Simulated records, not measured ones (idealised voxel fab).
You're looking at the process module voxel self aligned contacts.
Shown is cross-section cut, with a width of 265 nm and square cells of size 5 nm.
For the purposes of this document, a cross-section shall be understood as a grid of square cells, specified as bands listed in top-to-bottom order, each band consisting of one or more rows of cells.
Per band: top height and bottom height in nm, followed by the left-to-right materials and their widths in nm; "edge to edge" marks a single material spanning edge to edge, "air" marks empty space.
For the purposes of this specification, 0 denotes the height below which the wafer in its as-received condition is composed wholly of one material, and the lowermost band, lacking a lower limit, extends downward without end, as expressed in "top 0, no bottom".
When a width is written as two numbers, as in "30 to 40", the first number is the width in the top row of cells of the band and the second is the width in its bottom row, and the width changes by the same amount from each row to the next.
"no modifications" -> step changed no cross-section cell.
Reported under the label "Listed closed voids" are the empty spaces having no open way to the top and comprising 8 cells or more; the notation for each is width x height at distance, in which the distance is measured from the left edge and all three values are in nm.
What comes after the settings on a step's line is commentary from the simulator itself on that step.
"overlay nm" on a masked step: distance the mask lay right of its planned place, negative for left.
[Planned process steps]
1) RECEIVE: material Si
2) OXIDIZE: depth nm 5
3) DIRECTIONAL_DEP: material polySi, thk nm 20
4) DIRECTIONAL_DEP: material SiN, thk nm 20
5) MASKED_ETCH: tone cover, mask id GATE, width nm 25, pitch nm 60, etch materials SiN, depth nm 20, overlay nm 0
6) MASKED_ETCH: tone cover, mask id GATE, width nm 35, pitch nm 60, etch materials polySi, depth nm 20, overlay nm 0
7) CONFORMAL_DEP: material SiN, thk nm 5
8) DIRECTIONAL_ETCH: etch materials SiN, depth nm 5
9) FILL_DEP: material SiO2, thk nm 10
10) CMP: height nm 45
11) PATTERN: tone open, mask id CONTACT, material resist, width nm 45, thk nm 20, overlay nm 0
12) DIRECTIONAL_ETCH: etch materials SiO2, depth nm 50
13) STRIP: etch materials resist
14) CONFORMAL_DEP: material TiN, thk nm 5
15) FILL_DEP: material W, thk nm 10
16) CMP: height nm 45
17) CONFORMAL_DEP: material SiN, thk nm 5
Wafers differ in width nm at step 5; plan lists the first wafer's value; identical starting state.
[first wafer as received, after step 1]
top 0, no bottom | Si edge to edge
Listed closed voids: none
[Cross-section of the first of several wafers, taken after step 17, where the module ends]
top 50, bottom 45 | SiN edge to edge
top 45, bottom 40 | SiO2=110, TiN=15, W=15, TiN=15, SiO2=110
top 40, bottom 25 | SiO2=85, SiN=35, TiN=5, W=15, TiN=5, SiN=35, SiO2=85
top 25, bottom 20 | SiO2=85, SiN=35, TiN=10, W=5, TiN=10, SiN=35, SiO2=85
top 20, bottom 0 | SiO2=80, SiN=5, polySi=35, SiN=5, TiN=5, W=5, TiN=5, SiN=5, polySi=35, SiN=5, SiO2=80
top 0, bottom -5 | SiO2=125, TiN=15, SiO2=125
top -5, no bottom | Si edge to edge
Listed closed voids: none
[The last wafer as seen in cross-section at the end of the module]
top 50, bottom 45 | SiN edge to edge
top 45, bottom 40 | SiO2=110, TiN=45, SiO2=110
top 40, bottom 20 | SiO2=75, SiN=55, TiN=5, SiN=55, SiO2=75
top 20, bottom 0 | SiO2=75, SiN=5, polySi=45, SiN=5, TiN=5, SiN=5, polySi=45, SiN=5, SiO2=75
top 0, bottom -5 | SiO2=130, TiN=5, SiO2=130
top -5, no bottom | Si edge to edge
Listed closed voids: none
[For your reference, the table is organized with a row per wafer; each row reflects the wafer at the end of the module, indicating for each material the cells gained (+) or lost (-) since receipt, and thereafter its closed voids]
width nm 25 | -53 Si | +125 SiN | +358 SiO2 | +27 TiN | +17 W | +56 polySi | Listed closed voids: none
width nm 30 | -53 Si | +133 SiN | +354 SiO2 | +27 TiN | +13 W | +56 polySi | Listed closed voids: none
width nm 35 | -53 Si | +141 SiN | +350 SiO2 | +27 TiN | +9 W | +56 polySi | Listed closed voids: none
width nm 40 | -53 Si | +149 SiN | +343 SiO2 | +27 TiN | +64 polySi | Listed closed voids: none
width nm 45 | -53 Si | +157 SiN | +336 SiO2 | +18 TiN | +72 polySi | Listed closed voids: none
